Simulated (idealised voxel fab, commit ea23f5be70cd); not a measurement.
Process module, titled voxel transistor to metal
Section cut is 215 nm wide and gridded with 5 nm square cells.
We lay out every cross-section as a grid of square cells and spell it out in bands from the top down, where one band means one or more rows of cells. Band entry format. Leading values: height of top, height of bottom, nm. Remainder: materials in left-to-right order, each with its width in nm. Special words: "throughout" on a single material, which then fills the band edge to edge; "blank", empty space. It should be noted that heights are counted from 0, beneath which the wafer as supplied is of one material throughout, and that the lowest band possesses no lower boundary but continues downward, as written in "0 and below". A two-number width, for instance "30->40", indicates that the width is equal to the first number in the top row of the band and to the second number in the bottom row, and that it changes by a constant amount per row of cells. Where a step carries "nothing got changed", the cross-section came out of it unchanged, cell for cell. Closed empty spaces (no open way to the top) of 8 cells or more are what "Closed void register" lists, each as width x height at distance from the left edge, nm for all three. Step line, after settings: the simulator's comment on this step. "overlay nm" denotes, for a step that has a mask, the displacement of the mask to the right of its planned place, with negative values corresponding to the left.

-- Intended process steps
| 1 | RECEIVE [material Si] |
| 2 | OXIDIZE [depth nm 5] |
| 3 | CONFORMAL_DEP [material SiN] [thk nm 15] |
| 4 | MASKED_ETCH [tone cover] [mask id ACTIVE] [width nm 135] [etch materials SiN] [depth nm 15] [overlay nm 0] |
| 5 | MASKED_ETCH [tone cover] [mask id ACTIVE] [width nm 135] [etch materials SiO2] [depth nm 5] [overlay nm 0] |
| 6 | MASKED_ETCH [tone cover] [mask id ACTIVE] [width nm 135] [etch materials Si] [depth nm 35] [overlay nm 0] |
| 7 | OXIDIZE [depth nm 5] |
| 8 | FILL_DEP [material SiO2] [thk nm 5] |
| 9 | CMP [height nm 15] |
| 10 | SELECTIVE_ETCH [etch materials SiO2] [depth nm 10] |
| 11 | STRIP [etch materials SiN] |
| 12 | SELECTIVE_ETCH [etch materials SiO2] [depth nm 5] |
| 13 | OXIDIZE [depth nm 5] |
| 14 | DIRECTIONAL_DEP [material polySi] [thk nm 25] |
| 15 | DIRECTIONAL_DEP [material SiCN] [thk nm 10] |
| 16 | PATTERN [tone cover] [mask id GATE] [material resist] [width nm 35] [thk nm 15] [overlay nm 0] |
| 17 | DIRECTIONAL_ETCH [etch materials SiCN] [depth nm 20] |
| 18 | DIRECTIONAL_ETCH [etch materials polySi] [depth nm 35] |
| 19 | STRIP [etch materials resist] |
| 20 | CONFORMAL_DEP [material SiO2] [thk nm 5] |
| 21 | DIRECTIONAL_ETCH [etch materials SiO2] [depth nm 5] |
| 22 | CONFORMAL_DEP [material SiN] [thk nm 5] |
| 23 | DIRECTIONAL_ETCH [etch materials SiN] [depth nm 5] |
| 24 | DIRECTIONAL_ETCH [etch materials SiO2] [depth nm 5] |
| 25 | DIRECTIONAL_ETCH [etch materials Si] [depth nm 5] |
| 26 | EPI [material pSi] [thk nm 5] |
| 27 | FILL_DEP [material SiO2] [thk nm 10] |
| 28 | CMP [height nm 20] |
| 29 | STRIP [etch materials polySi] |
| 30 | SELECTIVE_ETCH [etch materials SiO2] [depth nm 5] |
| 31 | CONFORMAL_DEP [material HfO2] [thk nm 5] |
| 32 | CONFORMAL_DEP [material TiN] [thk nm 5] |
| 33 | FILL_DEP [material W] [thk nm 5] |
| 34 | CMP [height nm 15] |
| 35 | DIRECTIONAL_DEP [material SiO2] [thk nm 15] |
| 36 | MASKED_ETCH [tone open] [mask id CONTACT] [width nm 20] [pitch nm 95] [etch materials SiO2] [depth nm 40] [overlay nm 0] |
| 37 | CONFORMAL_DEP [material TiN] [thk nm 5] |
| 38 | FILL_DEP [material Ru] [thk nm 10] |
| 39 | CMP [height nm 30] |
| 40 | DIRECTIONAL_DEP [material TiN] [thk nm 5] |
| 41 | DIRECTIONAL_DEP [material W] [thk nm 20] |
| 42 | PATTERN [tone cover] [mask id METAL_1] [material resist] [width nm 20] [pitch nm 95] [thk nm 15] [overlay nm 0] |
| 43 | DIRECTIONAL_ETCH [etch materials W] [depth nm 20] |
| 44 | DIRECTIONAL_ETCH [etch materials TiN] [depth nm 5] |
| 45 | STRIP [etch materials resist] |
| 46 | CONFORMAL_DEP [material SiCN] [thk nm 5] |
| 47 | FILL_DEP [material lowk] [thk nm 5] |
| 48 | CMP [height nm 55] |
| 49 | CONFORMAL_DEP [material SiCN] [thk nm 5] |
| 50 | DIRECTIONAL_DEP [material lowk] [thk nm 25] |
| 51 | PATTERN [tone open] [mask id METAL_2_HOLES] [material resist] [width nm 15] [pitch nm 95] [thk nm 20] [overlay nm 0] |
| 52 | DIRECTIONAL_ETCH [etch materials lowk] [depth nm 25] |
| 53 | STRIP [etch materials resist] |
| 54 | DIRECTIONAL_DEP [material aC] [thk nm 10] |
| 55 | PATTERN [tone open] [mask id METAL_2] [material resist] [width nm 20] [pitch nm 95] [thk nm 25] [overlay nm 0] |
| 56 | DIRECTIONAL_ETCH [etch materials aC] [depth nm 10] |
| 57 | STRIP [etch materials resist] |
| 58 | DIRECTIONAL_ETCH [etch materials lowk] [depth nm 15] |
| 59 | DIRECTIONAL_ETCH [etch materials SiCN] [depth nm 5] |
| 60 | STRIP [etch materials aC] |
| 61 | CONFORMAL_DEP [material TiN] [thk nm 5] |
| 62 | FILL_DEP [material Ru] [thk nm 5] |
| 63 | CMP [height nm 85] |
| 64 | CONFORMAL_DEP [material SiCN] [thk nm 5] |

-- Cross-section of the wafer as it came to us, i.e., already through step 1
  0 and below: Si throughout
  Closed void register: none

-- This is how the wafer looks in cross-section once the module is done, given the starting state and plan above and one mistake in carrying the plan out
  90 down to 85: SiCN throughout
  85 down to 75: lowk 50 nm, TiN 5 nm, Ru 10 nm, TiN 5 nm, lowk 75 nm, TiN 5 nm, Ru 10 nm, TiN 5 nm, lowk 50 nm
  75 down to 70: lowk 50 nm, TiN 5 nm, Ru 5 nm, TiN 10 nm, lowk 75 nm, TiN 5 nm, Ru 5 nm, TiN 10 nm, lowk 50 nm
  70 down to 60: lowk 50 nm, TiN 5 nm, Ru 5 nm, TiN 5 nm, lowk 80 nm, TiN 5 nm, Ru 5 nm, TiN 5 nm, lowk 55 nm
  60 down to 55: SiCN 50 nm, TiN 15 nm, SiCN 80 nm, TiN 15 nm, SiCN 55 nm
  55 down to 35: lowk 45 nm, SiCN 5 nm, W 20 nm, SiCN 5 nm, lowk 65 nm, SiCN 5 nm, W 20 nm, SiCN 5 nm, lowk 45 nm
  35 down to 30: SiCN 50 nm, TiN 20 nm, SiCN 75 nm, TiN 20 nm, SiCN 50 nm
  30 down to 15: SiO2 50 nm, TiN 5 nm, Ru 10 nm, TiN 5 nm, SiO2 75 nm, TiN 5 nm, Ru 10 nm, TiN 5 nm, SiO2 50 nm
  15 down to 0: SiO2 50 nm, TiN 5 nm, Ru 10 nm, TiN 5 nm, SiO2 10 nm, SiN 5 nm, HfO2 5 nm, lowk 5 nm, W 25 nm, lowk 5 nm, HfO2 5 nm, SiN 5 nm, SiO2 10 nm, TiN 5 nm, Ru 10 nm, TiN 5 nm, SiO2 50 nm
  0 down to -5: SiO2 40 nm, SiN 5 nm, SiO2 5 nm, TiN 5 nm, Ru 10 nm, TiN 5 nm, SiO2 10 nm, SiN 5 nm, HfO2 5 nm, lowk 35 nm, HfO2 5 nm, SiN 5 nm, SiO2 10 nm, TiN 5 nm, Ru 10 nm, TiN 5 nm, SiO2 5 nm, SiN 5 nm, SiO2 40 nm
  -5 down to -10: SiO2 50 nm, TiN 20 nm, SiO2 5 nm, pSi 5 nm, SiO2 5 nm, HfO2 45 nm, SiO2 5 nm, pSi 5 nm, SiO2 5 nm, TiN 20 nm, SiO2 50 nm
  -10 down to -15: SiO2 45 nm, pSi 35 nm, Si 55 nm, pSi 35 nm, SiO2 45 nm
  -15 down to -45: SiO2 45 nm, Si 125 nm, SiO2 45 nm
  -45 and below: Si throughout
  Closed void register: none
In executing the process, a mistake was made relative to the plan: note that step 32 departed from the planned setting and was carried out as CONFORMAL_DEP [material lowk] [thk nm 5]
